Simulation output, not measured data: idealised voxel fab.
The name of this process module is voxel transistor to metal.
The figure presents cross-section cut, which has a width of 290 nm and is divided into square cells with an edge length of 5 nm.
In this document a cross-section is written as a grid of square cells. It is given as a series of bands, listed from the top down, and a band is one or more rows of cells. Heights first: top, then bottom, in nm. Then materials, left to right, each with a width in nm. "full width" on a single material: fills the band edge to edge. "empty": empty space. Ref level 0: as-received wafer is one material below here. Bottom band extends down with no lower bound ("0 nm and below"). So if you see something like "30->40" for the width, read it as the top row of the band sitting at the first number and the bottom row at the second, with every row in between moving by the same amount as the last. "left unchanged" for a step: no cell of the cross-section changed in that step. Voids not open to the top, 8 cells minimum: see "Closed cavity list". Written width x height at distance; distance is from the left edge; nm. Post-settings text on a step line: simulator's own remark regarding the step. Regarding "overlay nm": on a step with a mask, it is the distance the mask lay to the right of its planned place; a negative value places it to the left.

PLAN
| 1 | RECEIVE,material Si |
| 2 | OXIDIZE,depth nm 5 |
| 3 | CONFORMAL_DEP,material SiN,thk nm 10 |
| 4 | PATTERN,tone cover,mask id ACTIVE,material resist,width nm 115,pitch nm 140,thk nm 15,overlay nm 0 |
| 5 | DIRECTIONAL_ETCH,etch materials SiN,depth nm 10 |
| 6 | DIRECTIONAL_ETCH,etch materials SiO2,depth nm 5 |
| 7 | DIRECTIONAL_ETCH,etch materials Si,depth nm 35 |
| 8 | STRIP,etch materials resist |
| 9 | FILL_DEP,material SiO2,thk nm 10 |
| 10 | CMP,height nm 10 |
| 11 | SELECTIVE_ETCH,etch materials SiO2,depth nm 10 |
| 12 | STRIP,etch materials SiN |
| 13 | SELECTIVE_ETCH,etch materials SiO2,depth nm 5 |
| 14 | OXIDIZE,depth nm 5 |
| 15 | DIRECTIONAL_DEP,material polySi,thk nm 20 |
| 16 | DIRECTIONAL_DEP,material SiCN,thk nm 15 |
| 17 | PATTERN,tone cover,mask id GATE,material resist,width nm 25,pitch nm 140,thk nm 15,overlay nm 0 |
| 18 | DIRECTIONAL_ETCH,etch materials SiCN,depth nm 25 |
| 19 | DIRECTIONAL_ETCH,etch materials polySi,depth nm 30 |
| 20 | STRIP,etch materials resist |
| 21 | CONFORMAL_DEP,material SiN,thk nm 5 |
| 22 | DIRECTIONAL_ETCH,etch materials SiN,depth nm 5 |
| 23 | DIRECTIONAL_ETCH,etch materials SiO2,depth nm 5 |
| 24 | DIRECTIONAL_ETCH,etch materials Si,depth nm 15 |
| 25 | EPI,material nSi,thk nm 20 |
| 26 | FILL_DEP,material SiO2,thk nm 10 |
| 27 | CMP,height nm 15 |
| 28 | STRIP,etch materials polySi |
| 29 | SELECTIVE_ETCH,etch materials SiO2,depth nm 5 |
| 30 | CONFORMAL_DEP,material HfO2,thk nm 5 |
| 31 | CONFORMAL_DEP,material TiN,thk nm 5 |
| 32 | FILL_DEP,material W,thk nm 10 |
| 33 | CMP,height nm 10 |
| 34 | DIRECTIONAL_DEP,material SiO2,thk nm 15 |
| 35 | MASKED_ETCH,tone open,mask id CONTACT,width nm 15,etch materials SiO2,depth nm 30,overlay nm 0 |
| 36 | CONFORMAL_DEP,material TiN,thk nm 5 |
| 37 | FILL_DEP,material Ru,thk nm 5 |
| 38 | CMP,height nm 25 |
| 39 | CONFORMAL_DEP,material SiN,thk nm 5 |
| 40 | DIRECTIONAL_DEP,material SiO2,thk nm 20 |
| 41 | DIRECTIONAL_DEP,material aC,thk nm 10 |
| 42 | PATTERN,tone open,mask id METAL_1,material resist,width nm 15,thk nm 30,overlay nm 0 |
| 43 | DIRECTIONAL_ETCH,etch materials aC,depth nm 10 |
| 44 | STRIP,etch materials resist |
| 45 | DIRECTIONAL_ETCH,etch materials SiO2,depth nm 20 |
| 46 | DIRECTIONAL_ETCH,etch materials SiN,depth nm 5 |
| 47 | STRIP,etch materials aC |
| 48 | CONFORMAL_DEP,material TiN,thk nm 5 |
| 49 | FILL_DEP,material Cu,thk nm 5 |
| 50 | CMP,height nm 50 |
| 51 | EPI,material Ru,thk nm 5 |
| 52 | FILL_DEP,material SiCN,thk nm 5 |

INCOMING WAFER IN CROSS-SECTION (STATE: AFTER STEP 1)
- 0 nm and below  Si full width
- Closed cavity list: none

WAFER CROSS-SECTION AT MODULE END: FIRST OF TWO, RUN TO PLAN
- 60 nm to 55 nm  SiCN full width
- 55 nm to 50 nm  SiCN 20; Ru 25; SiCN 55; Ru 25; SiCN 35; Ru 25; SiCN 55; Ru 25; SiCN 25
- 50 nm to 30 nm  SiO2 25; TiN 5; Cu 5; TiN 5; SiO2 65; TiN 5; Cu 5; TiN 5; SiO2 45; TiN 5; Cu 5; TiN 5; SiO2 65; TiN 5; Cu 5; TiN 5; SiO2 30
- 30 nm to 25 nm  SiN 25; TiN 15; SiN 65; TiN 15; SiN 45; TiN 15; SiN 65; TiN 15; SiN 30
- 25 nm to 15 nm  SiO2 25; TiN 5; Ru 5; TiN 5; SiO2 65; TiN 5; Ru 5; TiN 5; SiO2 45; TiN 5; Ru 5; TiN 5; SiO2 65; TiN 5; Ru 5; TiN 5; SiO2 30
- 15 nm to 10 nm  SiO2 25; TiN 15; SiO2 65; TiN 15; SiO2 45; TiN 15; SiO2 65; TiN 15; SiO2 30
- 10 nm to 0 nm  SiO2 25; TiN 10; nSi 20; SiN 5; HfO2 5; TiN 5; W 5; TiN 5; HfO2 5; SiN 5; nSi 20; TiN 10; SiO2 45; TiN 10; nSi 20; SiN 5; HfO2 5; TiN 5; W 5; TiN 5; HfO2 5; SiN 5; nSi 20; TiN 10; SiO2 30
- 0 nm to -5 nm  SiO2 25; TiN 10; nSi 20; SiN 5; HfO2 5; TiN 15; HfO2 5; SiN 5; nSi 20; TiN 10; SiO2 45; TiN 10; nSi 20; SiN 5; HfO2 5; TiN 15; HfO2 5; SiN 5; nSi 20; TiN 10; SiO2 30
- -5 nm to -10 nm  SiO2 10; nSi 45; HfO2 35; nSi 45; SiO2 15; nSi 45; HfO2 35; nSi 45; SiO2 15
- -10 nm to -25 nm  SiO2 15; nSi 40; Si 35; nSi 40; SiO2 25; nSi 40; Si 35; nSi 40; SiO2 20
- -25 nm to -40 nm  SiO2 15; Si 115; SiO2 25; Si 115; SiO2 20
- -40 nm and below  Si full width
- Closed cavity list: none

CROSS-SECTION AT END OF MODULE FOR THE SECOND WAFER OF TWO, WHICH MATCHED THE FIRST IN STARTING POINT AND PLAN AND DIFFERED BY ONE MISTAKE IN ITS PROCESSING
- 60 nm to 55 nm  SiCN full width
- 55 nm to 50 nm  SiCN 20; Ru 25; SiCN 55; Ru 25; SiCN 35; Ru 25; SiCN 55; Ru 25; SiCN 25
- 50 nm to 30 nm  SiO2 25; TiN 5; Cu 5; TiN 5; SiO2 65; TiN 5; Cu 5; TiN 5; SiO2 45; TiN 5; Cu 5; TiN 5; SiO2 65; TiN 5; Cu 5; TiN 5; SiO2 30
- 30 nm to 25 nm  SiN 25; TiN 15; SiN 65; TiN 15; SiN 45; TiN 15; SiN 65; TiN 15; SiN 30
- 25 nm to 15 nm  SiO2 20; TiN 5; Ru 15; TiN 5; SiO2 55; TiN 5; Ru 15; TiN 5; SiO2 35; TiN 5; Ru 15; TiN 5; SiO2 55; TiN 5; Ru 15; TiN 5; SiO2 25
- 15 nm to 10 nm  SiO2 20; TiN 5; Ru 5; TiN 15; SiO2 55; TiN 15; Ru 5; TiN 5; SiO2 35; TiN 5; Ru 5; TiN 15; SiO2 55; TiN 15; Ru 5; TiN 5; SiO2 25
- 10 nm to 0 nm  SiO2 20; TiN 5; Ru 5; TiN 5; nSi 20; SiN 5; HfO2 5; TiN 5; W 5; TiN 5; HfO2 5; SiN 5; nSi 20; TiN 5; Ru 5; TiN 5; SiO2 35; TiN 5; Ru 5; TiN 5; nSi 20; SiN 5; HfO2 5; TiN 5; W 5; TiN 5; HfO2 5; SiN 5; nSi 20; TiN 5; Ru 5; TiN 5; SiO2 25
- 0 nm to -5 nm  SiO2 20; TiN 15; nSi 20; SiN 5; HfO2 5; TiN 15; HfO2 5; SiN 5; nSi 20; TiN 15; SiO2 35; TiN 15; nSi 20; SiN 5; HfO2 5; TiN 15; HfO2 5; SiN 5; nSi 20; TiN 15; SiO2 25
- -5 nm to -10 nm  SiO2 10; nSi 45; HfO2 35; nSi 45; SiO2 15; nSi 45; HfO2 35; nSi 45; SiO2 15
- -10 nm to -25 nm  SiO2 15; nSi 40; Si 35; nSi 40; SiO2 25; nSi 40; Si 35; nSi 40; SiO2 20
- -25 nm to -40 nm  SiO2 15; Si 115; SiO2 25; Si 115; SiO2 20
- -40 nm and below  Si full width
- Closed cavity list: none
Short version of what went wrong: heads up, step 35 didn't go per plan, it actually ran as MASKED_ETCH,tone open,mask id CONTACT,width nm 25,etch materials SiO2,depth nm 30,overlay nm 0
Count the cells at the end and the second wafer has more or fewer of some materials than the first: 28 more of Ru; 36 fewer of SiO2; 8 more of TiN
